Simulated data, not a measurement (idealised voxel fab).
process module | voxel wiring stack
cross-section cut | 195 nm wide | cells 5 nm
A cross-section is a grid of square cells, given in bands from the top down. A band is one or more rows of cells.
Each band's line starts with the height of the band's top and of its bottom, in nm. Then come its materials from left to right, each with its width in nm. One material with "throughout" fills the band from edge to edge. "air" is empty space.
Height 0 is the level under which the wafer as received is all one material. The lowest band goes on downwards, as in "0 down".
A width such as "30 to 40" changes by the same amount from each row of cells to the next, from the band's top row to its bottom row.
"no change" after a step means that no cell of the cross-section changed.
closed voids: empty space of 8 cells or more with no open way to the top, each as width x height at its distance from the left edge, in nm
after a step's settings: what the simulator itself notes on the step
overlay nm, on a step with a mask: how far to the right of its planned place the mask lay; to the left if negative
plan
1 op RECEIVE | material Si
2 op CONFORMAL_DEP | material SiO2 | thk nm 15
3 op CONFORMAL_DEP | material SiN | thk nm 5
4 op DIRECTIONAL_DEP | material lowk | thk nm 25
5 op PATTERN | tone open | mask id METAL_1 | material resist | width nm 25 | pitch nm 45 | thk nm 20 | overlay nm 0
6 op DIRECTIONAL_ETCH | etch materials lowk | depth nm 25
7 op DIRECTIONAL_ETCH | etch materials SiN | depth nm 5
8 op STRIP | etch materials resist
9 op CONFORMAL_DEP | material TiN | thk nm 5
10 op FILL_DEP | material Cu | thk nm 5
11 op CMP | height nm 45
12 op CONFORMAL_DEP | material SiCN | thk nm 5
13 op DIRECTIONAL_DEP | material SiO2 | thk nm 10
14 op MASKED_ETCH | tone open | mask id PLUG_1 | width nm 15 | pitch nm 90 | etch materials SiO2 | depth nm 10 | overlay nm 0
15 op MASKED_ETCH | tone open | mask id PLUG_1 | width nm 15 | pitch nm 90 | etch materials SiCN | depth nm 5 | overlay nm 0
16 op EPI | material Ru | thk nm 10
17 op EPI | material Ru | thk nm 5
18 op CONFORMAL_DEP | material SiN | thk nm 5
19 op DIRECTIONAL_DEP | material lowk | thk nm 15
20 op PATTERN | tone open | mask id METAL_2 | material resist | width nm 25 | pitch nm 45 | thk nm 15 | overlay nm 0
21 op DIRECTIONAL_ETCH | etch materials lowk | depth nm 15
22 op DIRECTIONAL_ETCH | etch materials SiN | depth nm 5
23 op STRIP | etch materials resist
24 op CONFORMAL_DEP | material TiN | thk nm 5
25 op FILL_DEP | material Cu | thk nm 5
26 op CMP | height nm 80
27 op CONFORMAL_DEP | material SiCN | thk nm 5
as received, after step 1
  0 down: Si throughout
  closed voids: none
a wafer at the end: this start, this plan, one mistake
  85 to 80: SiCN throughout
  80 to 65: lowk 15 | TiN 5 | Cu 15 | TiN 5 | lowk 20 | TiN 5 | Cu 15 | TiN 5 | lowk 20 | TiN 5 | Cu 15 | TiN 5 | lowk 20 | TiN 5 | Cu 15 | TiN 5 | lowk 20
  65 to 60: SiN 15 | TiN 25 | SiN 20 | TiN 25 | SiN 20 | TiN 25 | SiN 20 | TiN 25 | SiN 20
  60 to 50: SiO2 15 | Ru 15 | SiO2 75 | Ru 15 | SiO2 75
  50 to 45: SiCN 15 | Ru 15 | SiCN 75 | Ru 15 | SiCN 75
  45 to 25: lowk 15 | TiN 5 | Cu 15 | TiN 5 | lowk 20 | TiN 5 | Cu 15 | TiN 5 | lowk 20 | TiN 5 | Cu 15 | TiN 5 | lowk 20 | TiN 5 | Cu 15 | TiN 5 | lowk 20
  25 to 20: lowk 15 | TiN 25 | lowk 20 | TiN 25 | lowk 20 | TiN 25 | lowk 20 | TiN 25 | lowk 20
  20 to 5: SiO2 throughout
  5 to 0: SiN throughout
  0 down: Si throughout
  closed voids: none
what went wrong: steps 2 and 3 were swapped
